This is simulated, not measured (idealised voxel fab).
Process module heading - voxel transistor to metal
Displayed cross-section: cut, width of 300 nm, square cells sized 5 nm.
Cross-section, as written here: a square-cell grid given band by band from the top down, where a band holds one or more rows of cells. The band entry comprises the height of the band's top followed by the height of its bottom, expressed in nm, and subsequently the band's materials from left to right, each stated together with its width in nm. Where a single material is marked with the word "throughout", that material fills the band from edge to edge. The word "air" represents empty space. For the purposes of this specification, 0 denotes the height below which the wafer in its as-received condition is composed wholly of one material, and the lowermost band, lacking a lower limit, extends downward without end, as expressed in "top 0, no bottom". Width "30..40": first value at the band's top row of cells, second value at its bottom row, equal change from row to row. "same as before" means the step left every cell of the cross-section as it was. What "Closed internal cavities" gives you is every empty space of 8 cells or more that is cut off from the top. Each appears as width x height at distance, with the distance taken from the left edge and width, height and distance all in nm. If you see something after the settings on a step's line, that's the simulator's own remark about that step. Regarding "overlay nm": on a step with a mask, it is the distance the mask lay to the right of its planned place; a negative value places it to the left.
[Process steps (planned)]
1. RECEIVE,material Si
2. OXIDIZE,depth nm 5
3. CONFORMAL_DEP,material SiN,thk nm 10
4. MASKED_ETCH,tone cover,mask id ACTIVE,width nm 105,pitch nm 130,etch materials SiN,depth nm 10,overlay nm 0
5. MASKED_ETCH,tone cover,mask id ACTIVE,width nm 105,pitch nm 130,etch materials SiO2,depth nm 5,overlay nm 0
6. MASKED_ETCH,tone cover,mask id ACTIVE,width nm 105,pitch nm 130,etch materials Si,depth nm 30,overlay nm 0
7. FILL_DEP,material SiO2,thk nm 15
8. CMP,height nm 10
9. SELECTIVE_ETCH,etch materials SiO2,depth nm 5
10. STRIP,etch materials SiN
11. SELECTIVE_ETCH,etch materials SiO2,depth nm 5
12. OXIDIZE,depth nm 5
13. DIRECTIONAL_DEP,material polySi,thk nm 30
14. DIRECTIONAL_DEP,material SiCN,thk nm 15
15. MASKED_ETCH,tone cover,mask id GATE,width nm 15,pitch nm 130,etch materials SiCN,depth nm 25,overlay nm 0
16. MASKED_ETCH,tone cover,mask id GATE,width nm 15,pitch nm 130,etch materials polySi,depth nm 40,overlay nm 0
17. CONFORMAL_DEP,material SiN,thk nm 10
18. DIRECTIONAL_ETCH,etch materials SiN,depth nm 10
19. DIRECTIONAL_ETCH,etch materials SiO2,depth nm 5
20. EPI,material SiGe,thk nm 5
21. FILL_DEP,material SiO2,thk nm 5
22. CMP,height nm 40
23. DIRECTIONAL_DEP,material SiO2,thk nm 10
24. DIRECTIONAL_DEP,material aC,thk nm 10
25. PATTERN,tone open,mask id CONTACT,material resist,width nm 30,thk nm 25,overlay nm 0
26. DIRECTIONAL_ETCH,etch materials aC,depth nm 10
27. STRIP,etch materials resist
28. DIRECTIONAL_ETCH,etch materials SiO2,depth nm 55
29. STRIP,etch materials aC
30. CONFORMAL_DEP,material TiN,thk nm 5
31. FILL_DEP,material W,thk nm 5
32. CMP,height nm 50
33. CONFORMAL_DEP,material SiN,thk nm 5
34. DIRECTIONAL_DEP,material lowk,thk nm 25
35. DIRECTIONAL_DEP,material aC,thk nm 15
36. PATTERN,tone open,mask id METAL_1,material resist,width nm 20,pitch nm 65,thk nm 35,overlay nm 0
37. DIRECTIONAL_ETCH,etch materials aC,depth nm 15
38. STRIP,etch materials resist
39. DIRECTIONAL_ETCH,etch materials lowk,depth nm 25
40. DIRECTIONAL_ETCH,etch materials SiN,depth nm 5
41. STRIP,etch materials aC
42. CONFORMAL_DEP,material TiN,thk nm 5
43. FILL_DEP,material Ru,thk nm 10
44. CMP,height nm 80
45. EPI,material Ru,thk nm 5
46. FILL_DEP,material SiCN,thk nm 5
[Below: the first of two wafers, run as planned]
[Cross-section of the incoming wafer, state after step 1]
top 0, no bottom  Si throughout
Closed internal cavities: none
[Take a look at the wafer's cross-section after step 2]
top 0, bottom -5  SiO2 throughout
Below -5, no change.
[Take a look at the wafer's cross-section after step 3]
top 10, bottom 0  SiN throughout
Below 0, no change.
[Take a look at the wafer's cross-section after step 4]
top 10, bottom 0  air (30); SiN (105); air (25); SiN (105); air (35)
Below 0, no change.
[Take a look at the wafer's cross-section after step 5]
top 10, bottom 0  air (30); SiN (105); air (25); SiN (105); air (35)
top 0, bottom -5  air (30); SiO2 (105); air (25); SiO2 (105); air (35)
Below -5, no change.
[Take a look at the wafer's cross-section after step 6]
top 10, bottom 0  air (30); SiN (105); air (25); SiN (105); air (35)
top 0, bottom -5  air (30); SiO2 (105); air (25); SiO2 (105); air (35)
top -5, bottom -35  air (30); Si (105); air (25); Si (105); air (35)
Below -35, no change.
[Take a look at the wafer's cross-section after step 7]
top 25, bottom 10  SiO2 throughout
top 10, bottom 0  SiO2 (30); SiN (105); SiO2 (25); SiN (105); SiO2 (35)
top 0, bottom -5  SiO2 throughout
top -5, bottom -35  SiO2 (30); Si (105); SiO2 (25); Si (105); SiO2 (35)
Below -35, no change.
[Take a look at the wafer's cross-section after step 8]
top 10, bottom 0  SiO2 (30); SiN (105); SiO2 (25); SiN (105); SiO2 (35)
Below 0, no change.
[Take a look at the wafer's cross-section after step 9]
top 10, bottom 5  air (30); SiN (105); air (25); SiN (105); air (35)
Below 5, no change.
[Take a look at the wafer's cross-section after step 10]
top 5, bottom 0  SiO2 (30); air (105); SiO2 (25); air (105); SiO2 (35)
Below 0, no change.
[Take a look at the wafer's cross-section after step 11]
top 0, bottom -5  SiO2 (25); air (115); SiO2 (15); air (115); SiO2 (30)
Below -5, no change.
[Take a look at the wafer's cross-section after step 12]
top 0, bottom -5  SiO2 (25); air (115); SiO2 (15); air (115); SiO2 (30)
top -5, bottom -10  SiO2 throughout
Below -10, no change.
[Take a look at the wafer's cross-section after step 13]
top 30, bottom 25  polySi (25); air (115); polySi (15); air (115); polySi (30)
top 25, bottom 0  polySi throughout
top 0, bottom -5  SiO2 (25); polySi (115); SiO2 (15); polySi (115); SiO2 (30)
Below -5, no change.
[Take a look at the wafer's cross-section after step 14]
top 45, bottom 40  SiCN (25); air (115); SiCN (15); air (115); SiCN (30)
top 40, bottom 30  SiCN throughout
top 30, bottom 25  polySi (25); SiCN (115); polySi (15); SiCN (115); polySi (30)
Below 25, no change.
[Take a look at the wafer's cross-section after step 15]
top 40, bottom 30  air (75); SiCN (15); air (115); SiCN (15); air (80)
top 30, bottom 25  polySi (25); air (50); SiCN (15); air (50); polySi (15); air (50); SiCN (15); air (50); polySi (30)
Below 25, no change.
[Take a look at the wafer's cross-section after step 16]
top 40, bottom 25  air (75); SiCN (15); air (115); SiCN (15); air (80)
top 25, bottom 0  air (75); polySi (15); air (115); polySi (15); air (80)
top 0, bottom -5  SiO2 (25); air (50); polySi (15); air (50); SiO2 (15); air (50); polySi (15); air (50); SiO2 (30)
Below -5, no change.
[Take a look at the wafer's cross-section after step 17]
top 50, bottom 40  air (65); SiN (35); air (95); SiN (35); air (70)
top 40, bottom 25  air (65); SiN (10); SiCN (15); SiN (10); air (95); SiN (10); SiCN (15); SiN (10); air (70)
top 25, bottom 10  air (65); SiN (10); polySi (15); SiN (10); air (95); SiN (10); polySi (15); SiN (10); air (70)
top 10, bottom 5  SiN (35); air (30); SiN (10); polySi (15); SiN (10); air (30); SiN (35); air (30); SiN (10); polySi (15); SiN (10); air (30); SiN (40)
top 5, bottom 0  SiN (75); polySi (15); SiN (115); polySi (15); SiN (80)
top 0, bottom -5  SiO2 (25); SiN (50); polySi (15); SiN (50); SiO2 (15); SiN (50); polySi (15); SiN (50); SiO2 (30)
Below -5, no change.
[Take a look at the wafer's cross-section after step 18]
top 40, bottom 25  air (65); SiN (10); SiCN (15); SiN (10); air (95); SiN (10); SiCN (15); SiN (10); air (70)
top 25, bottom 0  air (65); SiN (10); polySi (15); SiN (10); air (95); SiN (10); polySi (15); SiN (10); air (70)
top 0, bottom -5  SiO2 (25); SiN (10); air (30); SiN (10); polySi (15); SiN (10); air (30); SiN (10); SiO2 (15); SiN (10); air (30); SiN (10); polySi (15); SiN (10); air (30); SiN (10); SiO2 (30)
Below -5, no change.
[Take a look at the wafer's cross-section after step 19]
top 40, bottom 25  air (65); SiN (10); SiCN (15); SiN (10); air (95); SiN (10); SiCN (15); SiN (10); air (70)
top 25, bottom 0  air (65); SiN (10); polySi (15); SiN (10); air (95); SiN (10); polySi (15); SiN (10); air (70)
top 0, bottom -5  air (25); SiN (10); air (30); SiN (10); polySi (15); SiN (10); air (30); SiN (10); air (15); SiN (10); air (30); SiN (10); polySi (15); SiN (10); air (30); SiN (10); air (30)
top -5, bottom -10  SiO2 (35); air (30); SiO2 (35); air (30); SiO2 (35); air (30); SiO2 (35); air (30); SiO2 (40)
Below -10, no change.
[Take a look at the wafer's cross-section after step 20]
top 40, bottom 25  air (65); SiN (10); SiCN (15); SiN (10); air (95); SiN (10); SiCN (15); SiN (10); air (70)
top 25, bottom 0  air (65); SiN (10); polySi (15); SiN (10); air (95); SiN (10); polySi (15); SiN (10); air (70)
top 0, bottom -5  air (25); SiN (10); air (30); SiN (10); polySi (15); SiN (10); air (30); SiN (10); air (15); SiN (10); air (30); SiN (10); polySi (15); SiN (10); air (30); SiN (10); air (30)
top -5, bottom -10  SiO2 (35); SiGe (30); SiO2 (35); SiGe (30); SiO2 (35); SiGe (30); SiO2 (35); SiGe (30); SiO2 (40)
Below -10, no change.
[Take a look at the wafer's cross-section after step 21]
top 45, bottom 40  SiO2 throughout
top 40, bottom 25  SiO2 (65); SiN (10); SiCN (15); SiN (10); SiO2 (95); SiN (10); SiCN (15); SiN (10); SiO2 (70)
top 25, bottom 0  SiO2 (65); SiN (10); polySi (15); SiN (10); SiO2 (95); SiN (10); polySi (15); SiN (10); SiO2 (70)
top 0, bottom -5  SiO2 (25); SiN (10); SiO2 (30); SiN (10); polySi (15); SiN (10); SiO2 (30); SiN (10); SiO2 (15); SiN (10); SiO2 (30); SiN (10); polySi (15); SiN (10); SiO2 (30); SiN (10); SiO2 (30)
Below -5, no change.
[Take a look at the wafer's cross-section after step 22]
top 40, bottom 25  SiO2 (65); SiN (10); SiCN (15); SiN (10); SiO2 (95); SiN (10); SiCN (15); SiN (10); SiO2 (70)
Below 25, no change.
[Take a look at the wafer's cross-section after step 23]
top 50, bottom 40  SiO2 throughout
Below 40, no change.
[Take a look at the wafer's cross-section after step 24]
top 60, bottom 50  aC throughout
Below 50, no change.
[Take a look at the wafer's cross-section after step 25]
top 85, bottom 60  resist (40); air (30); resist (25); air (30); resist (45); air (30); resist (25); air (30); resist (45)
Below 60, no change.
[Take a look at the wafer's cross-section after step 26]
top 75, bottom 60  resist (40); air (30); resist (25); air (30); resist (45); air (30); resist (25); air (30); resist (45)
top 60, bottom 50  aC (40); air (30); aC (25); air (30); aC (45); air (30); aC (25); air (30); aC (45)
Below 50, no change.
[Take a look at the wafer's cross-section after step 27]
top 60, bottom 50  aC (40); air (30); aC (25); air (30); aC (45); air (30); aC (25); air (30); aC (45)
Below 50, no change.
[Take a look at the wafer's cross-section after step 28]
top 60, bottom 50  aC (40); air (30); aC (25); air (30); aC (45); air (30); aC (25); air (30); aC (45)
top 50, bottom 40  SiO2 (40); air (30); SiO2 (25); air (30); SiO2 (45); air (30); SiO2 (25); air (30); SiO2 (45)
top 40, bottom 25  SiO2 (40); air (25); SiN (10); SiCN (15); SiN (10); air (25); SiO2 (45); air (25); SiN (10); SiCN (15); SiN (10); air (25); SiO2 (45)
top 25, bottom 0  SiO2 (40); air (25); SiN (10); polySi (15); SiN (10); air (25); SiO2 (45); air (25); SiN (10); polySi (15); SiN (10); air (25); SiO2 (45)
top 0, bottom -5  SiO2 (25); SiN (10); SiO2 (5); air (25); SiN (10); polySi (15); SiN (10); air (25); SiO2 (5); SiN (10); SiO2 (15); SiN (10); SiO2 (5); air (25); SiN (10); polySi (15); SiN (10); air (25); SiO2 (5); SiN (10); SiO2 (30)
Below -5, no change.
[Take a look at the wafer's cross-section after step 29]
top 50, bottom 40  SiO2 (40); air (30); SiO2 (25); air (30); SiO2 (45); air (30); SiO2 (25); air (30); SiO2 (45)
Below 40, no change.
[Take a look at the wafer's cross-section after step 30]
top 55, bottom 50  TiN (45); air (20); TiN (35); air (20); TiN (55); air (20); TiN (35); air (20); TiN (50)
top 50, bottom 40  SiO2 (40); TiN (5); air (20..15); TiN (5..10); SiO2 (25); TiN (5..10); air (20..15); TiN (5); SiO2 (45); TiN (5); air (20..15); TiN (5..10); SiO2 (25); TiN (5..10); air (20..15); TiN (5); SiO2 (45)
top 40, bottom 25  SiO2 (40); TiN (5); air (15); TiN (5); SiN (10); SiCN (15); SiN (10); TiN (5); air (15); TiN (5); SiO2 (45); TiN (5); air (15); TiN (5); SiN (10); SiCN (15); SiN (10); TiN (5); air (15); TiN (5); SiO2 (45)
top 25, bottom 0  SiO2 (40); TiN (5); air (15); TiN (5); SiN (10); polySi (15); SiN (10); TiN (5); air (15); TiN (5); SiO2 (45); TiN (5); air (15); TiN (5); SiN (10); polySi (15); SiN (10); TiN (5); air (15); TiN (5); SiO2 (45)
top 0, bottom -5  SiO2 (25); SiN (10); SiO2 (5); TiN (25); SiN (10); polySi (15); SiN (10); TiN (25); SiO2 (5); SiN (10); SiO2 (15); SiN (10); SiO2 (5); TiN (25); SiN (10); polySi (15); SiN (10); TiN (25); SiO2 (5); SiN (10); SiO2 (30)
Below -5, no change.
[Take a look at the wafer's cross-section after step 31]
top 60, bottom 55  W throughout
top 55, bottom 50  TiN (45); W (20); TiN (35); W (20); TiN (55); W (20); TiN (35); W (20); TiN (50)
top 50, bottom 40  SiO2 (40); TiN (5); W (20..15); TiN (5..10); SiO2 (25); TiN (5..10); W (20..15); TiN (5); SiO2 (45); TiN (5); W (20..15); TiN (5..10); SiO2 (25); TiN (5..10); W (20..15); TiN (5); SiO2 (45)
top 40, bottom 25  SiO2 (40); TiN (5); W (15); TiN (5); SiN (10); SiCN (15); SiN (10); TiN (5); W (15); TiN (5); SiO2 (45); TiN (5); W (15); TiN (5); SiN (10); SiCN (15); SiN (10); TiN (5); W (15); TiN (5); SiO2 (45)
top 25, bottom 0  SiO2 (40); TiN (5); W (15); TiN (5); SiN (10); polySi (15); SiN (10); TiN (5); W (15); TiN (5); SiO2 (45); TiN (5); W (15); TiN (5); SiN (10); polySi (15); SiN (10); TiN (5); W (15); TiN (5); SiO2 (45)
Below 0, no change.
[Take a look at the wafer's cross-section after step 32]
top 50, bottom 40  SiO2 (40); TiN (5); W (20..15); TiN (5..10); SiO2 (25); TiN (5..10); W (20..15); TiN (5); SiO2 (45); TiN (5); W (20..15); TiN (5..10); SiO2 (25); TiN (5..10); W (20..15); TiN (5); SiO2 (45)
Below 40, no change.
[Take a look at the wafer's cross-section after step 33]
top 55, bottom 50  SiN throughout
Below 50, no change.
[Take a look at the wafer's cross-section after step 34]
top 80, bottom 55  lowk throughout
Below 55, no change.
[Take a look at the wafer's cross-section after step 35]
top 95, bottom 80  aC throughout
Below 80, no change.
[Take a look at the wafer's cross-section after step 36]
top 130, bottom 95  resist (40); air (20); resist (45); air (20); resist (45); air (20); resist (45); air (20); resist (45)
Below 95, no change.
[Take a look at the wafer's cross-section after step 37]
top 115, bottom 95  resist (40); air (20); resist (45); air (20); resist (45); air (20); resist (45); air (20); resist (45)
top 95, bottom 80  aC (40); air (20); aC (45); air (20); aC (45); air (20); aC (45); air (20); aC (45)
Below 80, no change.
[Take a look at the wafer's cross-section after step 38]
top 95, bottom 80  aC (40); air (20); aC (45); air (20); aC (45); air (20); aC (45); air (20); aC (45)
Below 80, no change.
[Take a look at the wafer's cross-section after step 39]
top 95, bottom 80  aC (40); air (20); aC (45); air (20); aC (45); air (20); aC (45); air (20); aC (45)
top 80, bottom 55  lowk (40); air (20); lowk (45); air (20); lowk (45); air (20); lowk (45); air (20); lowk (45)
Below 55, no change.
[Take a look at the wafer's cross-section after step 40]
top 95, bottom 80  aC (40); air (20); aC (45); air (20); aC (45); air (20); aC (45); air (20); aC (45)
top 80, bottom 55  lowk (40); air (20); lowk (45); air (20); lowk (45); air (20); lowk (45); air (20); lowk (45)
top 55, bottom 50  SiN (40); air (20); SiN (45); air (20); SiN (45); air (20); SiN (45); air (20); SiN (45)
Below 50, no change.
[Take a look at the wafer's cross-section after step 41]
top 80, bottom 55  lowk (40); air (20); lowk (45); air (20); lowk (45); air (20); lowk (45); air (20); lowk (45)
Below 55, no change.
[Take a look at the wafer's cross-section after step 42]
top 85, bottom 80  TiN (45); air (10); TiN (55); air (10); TiN (55); air (10); TiN (55); air (10); TiN (50)
top 80, bottom 55  lowk (40); TiN (5); air (10); TiN (5); lowk (45); TiN (5); air (10); TiN (5); lowk (45); TiN (5); air (10); TiN (5); lowk (45); TiN (5); air (10); TiN (5); lowk (45)
top 55, bottom 50  SiN (40); TiN (20); SiN (45); TiN (20); SiN (45); TiN (20); SiN (45); TiN (20); SiN (45)
Below 50, no change.
[Take a look at the wafer's cross-section after step 43]
top 95, bottom 85  Ru throughout
top 85, bottom 80  TiN (45); Ru (10); TiN (55); Ru (10); TiN (55); Ru (10); TiN (55); Ru (10); TiN (50)
top 80, bottom 55  lowk (40); TiN (5); Ru (10); TiN (5); lowk (45); TiN (5); Ru (10); TiN (5); lowk (45); TiN (5); Ru (10); TiN (5); lowk (45); TiN (5); Ru (10); TiN (5); lowk (45)
Below 55, no change.
[Take a look at the wafer's cross-section after step 44]
top 80, bottom 55  lowk (40); TiN (5); Ru (10); TiN (5); lowk (45); TiN (5); Ru (10); TiN (5); lowk (45); TiN (5); Ru (10); TiN (5); lowk (45); TiN (5); Ru (10); TiN (5); lowk (45)
Below 55, no change.
[Take a look at the wafer's cross-section after step 45]
top 85, bottom 80  air (35); Ru (30); air (35); Ru (30); air (35); Ru (30); air (35); Ru (30); air (40)
Below 80, no change.
[Take a look at the wafer's cross-section after step 46]
top 90, bottom 85  SiCN throughout
top 85, bottom 80  SiCN (35); Ru (30); SiCN (35); Ru (30); SiCN (35); Ru (30); SiCN (35); Ru (30); SiCN (40)
Below 80, no change.
[Second wafer: same start and same plan as the first, one execution error; identical to the first through step 32]
[Cross-section, second wafer, at the end time the plan gives for step 33]
top 75, bottom 50  lowk throughout
Below 50, no change.
[Cross-section, second wafer, at the end time the plan gives for step 34]
top 80, bottom 75  SiN throughout
Below 75, no change.
[Cross-section, second wafer, at the end time the plan gives for step 35]
top 95, bottom 80  aC throughout
Below 80, no change.
[Cross-section, second wafer, at the end time the plan gives for step 36]
top 130, bottom 95  resist (40); air (20); resist (45); air (20); resist (45); air (20); resist (45); air (20); resist (45)
Below 95, no change.
[Cross-section, second wafer, at the end time the plan gives for step 37]
top 115, bottom 95  resist (40); air (20); resist (45); air (20); resist (45); air (20); resist (45); air (20); resist (45)
top 95, bottom 80  aC (40); air (20); aC (45); air (20); aC (45); air (20); aC (45); air (20); aC (45)
Below 80, no change.
[Cross-section, second wafer, at the end time the plan gives for step 38]
top 95, bottom 80  aC (40); air (20); aC (45); air (20); aC (45); air (20); aC (45); air (20); aC (45)
Below 80, no change.
Cross-section, second wafer, at the end time the plan gives for step 39: same as before
[Cross-section, second wafer, at the end time the plan gives for step 40]
top 95, bottom 80  aC (40); air (20); aC (45); air (20); aC (45); air (20); aC (45); air (20); aC (45)
top 80, bottom 75  SiN (40); air (20); SiN (45); air (20); SiN (45); air (20); SiN (45); air (20); SiN (45)
Below 75, no change.
[Cross-section, second wafer, at the end time the plan gives for step 41]
top 80, bottom 75  SiN (40); air (20); SiN (45); air (20); SiN (45); air (20); SiN (45); air (20); SiN (45)
Below 75, no change.
[Cross-section, second wafer, at the end time the plan gives for step 42]
top 85, bottom 80  TiN (45); air (10); TiN (55); air (10); TiN (55); air (10); TiN (55); air (10); TiN (50)
top 80, bottom 75  SiN (40); TiN (20); SiN (45); TiN (20); SiN (45); TiN (20); SiN (45); TiN (20); SiN (45)
Below 75, no change.
[Cross-section, second wafer, at the end time the plan gives for step 43]
top 95, bottom 85  Ru throughout
top 85, bottom 80  TiN (45); Ru (10); TiN (55); Ru (10); TiN (55); Ru (10); TiN (55); Ru (10); TiN (50)
Below 80, no change.
[Cross-section, second wafer, at the end time the plan gives for step 44]
top 80, bottom 75  SiN (40); TiN (20); SiN (45); TiN (20); SiN (45); TiN (20); SiN (45); TiN (20); SiN (45)
Below 75, no change.
[Cross-section, second wafer, at the end time the plan gives for step 45]
top 85, bottom 80  air (35); Ru (30); air (35); Ru (30); air (35); Ru (30); air (35); Ru (30); air (40)
Below 80, no change.
[Cross-section, second wafer, at the end time the plan gives for step 46]
top 90, bottom 85  SiCN throughout
top 85, bottom 80  SiCN (35); Ru (30); SiCN (35); Ru (30); SiCN (35); Ru (30); SiCN (35); Ru (30); SiCN (40)
Below 80, no change.
Here's what went sideways: so 33 and 34 got swapped relative to the plan, each ran where the other was supposed to
Count the cells at the end and the second wafer has more or fewer of some materials than the first: Ru -40; TiN -40; lowk +80
